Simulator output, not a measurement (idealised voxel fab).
process module | voxel quadruple lines
Square cells of 5 nm make up the cross-section cut, whose width is 190 nm.
Cross-sections here: square-cell grids, written as top-down lists of bands, a band being one or more rows of cells. Within each band entry, the heights of the top and of the bottom of the band appear first, in that order and in nm; the materials of the band then follow from left to right, each with its corresponding width in nm. The designation "throughout" on a single material indicates that it fills the band from edge to edge; the designation "empty" indicates empty space. Measure heights from 0. That's the level where, below it, the as-received wafer is all one material. The lowest band is bottomless and extends downward; write it as in "from 0 down". Graded width ("30 to 40"): value in top row of band = first number; value in bottom row = second number; row-to-row change constant. "no modification" after a step means that no cell of the cross-section changed. "Enclosed void catalog": sealed empty spaces, 8 cells or more, no open way to top, listed width x height at distance, with distance from the left edge and width, height and distance in nm. Whatever follows a step's settings on its line is a remark the simulator itself makes about that step. overlay nm: on a step with a mask, how far right of its planned place the mask lay; negative means left.
Steps planned for the process
- 1: RECEIVE, material Si
- 2: CONFORMAL_DEP, material SiO2, thk nm 10
- 3: DIRECTIONAL_DEP, material W, thk nm 15
- 4: DIRECTIONAL_DEP, material polySi, thk nm 15
- 5: DIRECTIONAL_DEP, material aC, thk nm 25
- 6: PATTERN, tone cover, mask id MANDREL, material resist, width nm 20, pitch nm 60, thk nm 30, overlay nm 0
- 7: DIRECTIONAL_ETCH, etch materials aC, depth nm 25
- 8: STRIP, etch materials resist
- 9: CONFORMAL_DEP, material SiO2, thk nm 10
- 10: DIRECTIONAL_ETCH, etch materials SiO2, depth nm 10
- 11: STRIP, etch materials aC
- 12: DIRECTIONAL_ETCH, etch materials polySi, depth nm 15
- 13: STRIP, etch materials SiO2
- 14: CONFORMAL_DEP, material SiCN, thk nm 5
- 15: DIRECTIONAL_ETCH, etch materials SiCN, depth nm 5
- 16: STRIP, etch materials polySi
- 17: DIRECTIONAL_ETCH, etch materials W, depth nm 15
- 18: STRIP, etch materials SiCN
The first of the two wafers, which ran as planned
As-received wafer cross-section (after step 1)
> from 0 down  Si throughout
> Enclosed void catalog: none
Cross-section: wafer state after step 2
> from 10 to 0  SiO2 throughout
> Below 0, no change.
Cross-section: wafer state after step 3
> from 25 to 10  W throughout
> Below 10, no change.
Cross-section: wafer state after step 4
> from 40 to 25  polySi throughout
> Below 25, no change.
Cross-section: wafer state after step 5
> from 65 to 40  aC throughout
> Below 40, no change.
Cross-section: wafer state after step 6
> from 95 to 65  empty=55  resist=20  empty=40  resist=20  empty=55
> Below 65, no change.
Cross-section: wafer state after step 7
> from 70 to 65  empty=55  resist=20  empty=40  resist=20  empty=55
> from 65 to 40  empty=55  aC=20  empty=40  aC=20  empty=55
> Below 40, no change.
Cross-section: wafer state after step 8
> from 65 to 40  empty=55  aC=20  empty=40  aC=20  empty=55
> Below 40, no change.
Cross-section: wafer state after step 9
> from 75 to 65  empty=45  SiO2=40  empty=20  SiO2=40  empty=45
> from 65 to 50  empty=45  SiO2=10  aC=20  SiO2=10  empty=20  SiO2=10  aC=20  SiO2=10  empty=45
> from 50 to 40  SiO2=55  aC=20  SiO2=40  aC=20  SiO2=55
> Below 40, no change.
Cross-section: wafer state after step 10
> from 65 to 40  empty=45  SiO2=10  aC=20  SiO2=10  empty=20  SiO2=10  aC=20  SiO2=10  empty=45
> Below 40, no change.
Cross-section: wafer state after step 11
> from 65 to 40  empty=45  SiO2=10  empty=20  SiO2=10  empty=20  SiO2=10  empty=20  SiO2=10  empty=45
> Below 40, no change.
Cross-section: wafer state after step 12
> from 65 to 40  empty=45  SiO2=10  empty=20  SiO2=10  empty=20  SiO2=10  empty=20  SiO2=10  empty=45
> from 40 to 25  empty=45  polySi=10  empty=20  polySi=10  empty=20  polySi=10  empty=20  polySi=10  empty=45
> Below 25, no change.
Cross-section: wafer state after step 13
> from 40 to 25  empty=45  polySi=10  empty=20  polySi=10  empty=20  polySi=10  empty=20  polySi=10  empty=45
> Below 25, no change.
Cross-section: wafer state after step 14
> from 45 to 40  empty=40  SiCN=20  empty=10  SiCN=20  empty=10  SiCN=20  empty=10  SiCN=20  empty=40
> from 40 to 30  empty=40  SiCN=5  polySi=10  SiCN=5  empty=10  SiCN=5  polySi=10  SiCN=5  empty=10  SiCN=5  polySi=10  SiCN=5  empty=10  SiCN=5  polySi=10  SiCN=5  empty=40
> from 30 to 25  SiCN=45  polySi=10  SiCN=20  polySi=10  SiCN=20  polySi=10  SiCN=20  polySi=10  SiCN=45
> Below 25, no change.
Cross-section: wafer state after step 15
> from 40 to 25  empty=40  SiCN=5  polySi=10  SiCN=5  empty=10  SiCN=5  polySi=10  SiCN=5  empty=10  SiCN=5  polySi=10  SiCN=5  empty=10  SiCN=5  polySi=10  SiCN=5  empty=40
> Below 25, no change.
Cross-section: wafer state after step 16
> from 40 to 25  empty=40  SiCN=5  empty=10  SiCN=5  empty=10  SiCN=5  empty=10  SiCN=5  empty=10  SiCN=5  empty=10  SiCN=5  empty=10  SiCN=5  empty=10  SiCN=5  empty=40
> Below 25, no change.
Cross-section: wafer state after step 17
> from 40 to 25  empty=40  SiCN=5  empty=10  SiCN=5  empty=10  SiCN=5  empty=10  SiCN=5  empty=10  SiCN=5  empty=10  SiCN=5  empty=10  SiCN=5  empty=10  SiCN=5  empty=40
> from 25 to 10  empty=40  W=5  empty=10  W=5  empty=10  W=5  empty=10  W=5  empty=10  W=5  empty=10  W=5  empty=10  W=5  empty=10  W=5  empty=40
> Below 10, no change.
Cross-section: wafer state after step 18
> from 25 to 10  empty=40  W=5  empty=10  W=5  empty=10  W=5  empty=10  W=5  empty=10  W=5  empty=10  W=5  empty=10  W=5  empty=10  W=5  empty=40
> Below 10, no change.
Wafer two of two - same starting point, same process plan, one mistake in execution; matches wafer one up to and including step 1
Second wafer shown in cross-section at the time step 2 was slated to end
> from 5 to 0  SiO2 throughout
> Below 0, no change.
Second wafer shown in cross-section at the time step 3 was slated to end
> from 20 to 5  W throughout
> Below 5, no change.
Second wafer shown in cross-section at the time step 4 was slated to end
> from 35 to 20  polySi throughout
> Below 20, no change.
Second wafer shown in cross-section at the time step 5 was slated to end
> from 60 to 35  aC throughout
> Below 35, no change.
Second wafer shown in cross-section at the time step 6 was slated to end
> from 90 to 60  empty=55  resist=20  empty=40  resist=20  empty=55
> Below 60, no change.
Second wafer shown in cross-section at the time step 7 was slated to end
> from 65 to 60  empty=55  resist=20  empty=40  resist=20  empty=55
> from 60 to 35  empty=55  aC=20  empty=40  aC=20  empty=55
> Below 35, no change.
Second wafer shown in cross-section at the time step 8 was slated to end
> from 60 to 35  empty=55  aC=20  empty=40  aC=20  empty=55
> Below 35, no change.
Second wafer shown in cross-section at the time step 9 was slated to end
> from 70 to 60  empty=45  SiO2=40  empty=20  SiO2=40  empty=45
> from 60 to 45  empty=45  SiO2=10  aC=20  SiO2=10  empty=20  SiO2=10  aC=20  SiO2=10  empty=45
> from 45 to 35  SiO2=55  aC=20  SiO2=40  aC=20  SiO2=55
> Below 35, no change.
Second wafer shown in cross-section at the time step 10 was slated to end
> from 60 to 35  empty=45  SiO2=10  aC=20  SiO2=10  empty=20  SiO2=10  aC=20  SiO2=10  empty=45
> Below 35, no change.
Second wafer shown in cross-section at the time step 11 was slated to end
> from 60 to 35  empty=45  SiO2=10  empty=20  SiO2=10  empty=20  SiO2=10  empty=20  SiO2=10  empty=45
> Below 35, no change.
Second wafer shown in cross-section at the time step 12 was slated to end
> from 60 to 35  empty=45  SiO2=10  empty=20  SiO2=10  empty=20  SiO2=10  empty=20  SiO2=10  empty=45
> from 35 to 20  empty=45  polySi=10  empty=20  polySi=10  empty=20  polySi=10  empty=20  polySi=10  empty=45
> Below 20, no change.
Second wafer shown in cross-section at the time step 13 was slated to end
> from 35 to 20  empty=45  polySi=10  empty=20  polySi=10  empty=20  polySi=10  empty=20  polySi=10  empty=45
> Below 20, no change.
Second wafer shown in cross-section at the time step 14 was slated to end
> from 40 to 35  empty=40  SiCN=20  empty=10  SiCN=20  empty=10  SiCN=20  empty=10  SiCN=20  empty=40
> from 35 to 25  empty=40  SiCN=5  polySi=10  SiCN=5  empty=10  SiCN=5  polySi=10  SiCN=5  empty=10  SiCN=5  polySi=10  SiCN=5  empty=10  SiCN=5  polySi=10  SiCN=5  empty=40
> from 25 to 20  SiCN=45  polySi=10  SiCN=20  polySi=10  SiCN=20  polySi=10  SiCN=20  polySi=10  SiCN=45
> Below 20, no change.
Second wafer shown in cross-section at the time step 15 was slated to end
> from 35 to 20  empty=40  SiCN=5  polySi=10  SiCN=5  empty=10  SiCN=5  polySi=10  SiCN=5  empty=10  SiCN=5  polySi=10  SiCN=5  empty=10  SiCN=5  polySi=10  SiCN=5  empty=40
> Below 20, no change.
Second wafer shown in cross-section at the time step 16 was slated to end
> from 35 to 20  empty=40  SiCN=5  empty=10  SiCN=5  empty=10  SiCN=5  empty=10  SiCN=5  empty=10  SiCN=5  empty=10  SiCN=5  empty=10  SiCN=5  empty=10  SiCN=5  empty=40
> Below 20, no change.
Second wafer shown in cross-section at the time step 17 was slated to end
> from 35 to 20  empty=40  SiCN=5  empty=10  SiCN=5  empty=10  SiCN=5  empty=10  SiCN=5  empty=10  SiCN=5  empty=10  SiCN=5  empty=10  SiCN=5  empty=10  SiCN=5  empty=40
> from 20 to 5  empty=40  W=5  empty=10  W=5  empty=10  W=5  empty=10  W=5  empty=10  W=5  empty=10  W=5  empty=10  W=5  empty=10  W=5  empty=40
> Below 5, no change.
Second wafer shown in cross-section at the time step 18 was slated to end
> from 20 to 5  empty=40  W=5  empty=10  W=5  empty=10  W=5  empty=10  W=5  empty=10  W=5  empty=10  W=5  empty=10  W=5  empty=10  W=5  empty=40
> Below 5, no change.
The plan and the run diverged here: contrary to plan, step 2 was performed as CONFORMAL_DEP, material SiO2, thk nm 5
End check, counted in cells, second wafer has more or fewer of these materials than the first: 38 fewer of SiO2
